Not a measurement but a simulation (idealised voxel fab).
This is a process module. Its name is voxel lift off.
Pictured: cross-section cut, 230 nm wide, on a grid of 5 nm square cells.
In this document a cross-section is written as a grid of square cells. It is given as a series of bands, listed from the top down, and a band is one or more rows of cells.
Heads up on the band format: heights come first, top then bottom, in nm. After that it's the materials left to right, each with its width in nm. A single material flagged "all across" fills the whole band edge to edge, and "blank" means there's empty space there.
Note: height 0 marks the level under which the wafer is uniformly one material as received. Lowest band unbounded below, written "0 down".
The notation "30->40" denotes a width that varies across the rows of cells in the band, beginning at the first number in the top row, finishing at the second number in the bottom row, and changing by an identical amount from each row to the next.
"remained unchanged" after a step means that no cell of the cross-section changed.
Basically, "Closed void table" tells you about the enclosed voids: empty spaces with no open way to the top, 8 cells or bigger, each written width x height at distance, where distance is from the left edge, all in nm.
Note: text after step settings on the step line = simulator remark on that step.
Steps that use a mask can have "overlay nm" on their line. It says how far the mask sat to the right of where it was meant to be. Negative means to the left.
Below is the list of planned process steps
1: RECEIVE,material Si
2: CONFORMAL_DEP,material SiN,thk nm 5
3: PATTERN,tone open,mask id LINES,material resist,width nm 20,pitch nm 55,thk nm 15,overlay nm 0
4: DIRECTIONAL_DEP,material Ru,thk nm 5
5: STRIP,etch materials resist
6: CONFORMAL_DEP,material SiO2,thk nm 10
Every wafer here starts from the same state; it is the step 3 width nm that distinguishes them, and the value the plan gives belongs to the first wafer.
Cut through the first of several wafers as received, post step 1
* 0 down  Si all across
* Closed void table: none
Below: a row per wafer. Contents at end of module: for every material, cells gained since receipt (+) or lost since receipt (-); then closed voids
width nm 20; +12 Ru; +46 SiN; +104 SiO2; Closed void table: none
width nm 25; +15 Ru; +46 SiN; +104 SiO2; Closed void table: none
width nm 30; +18 Ru; +46 SiN; +104 SiO2; Closed void table: none
width nm 35; +21 Ru; +46 SiN; +104 SiO2; Closed void table: none
width nm 40; +24 Ru; +46 SiN; +102 SiO2; Closed void table: none
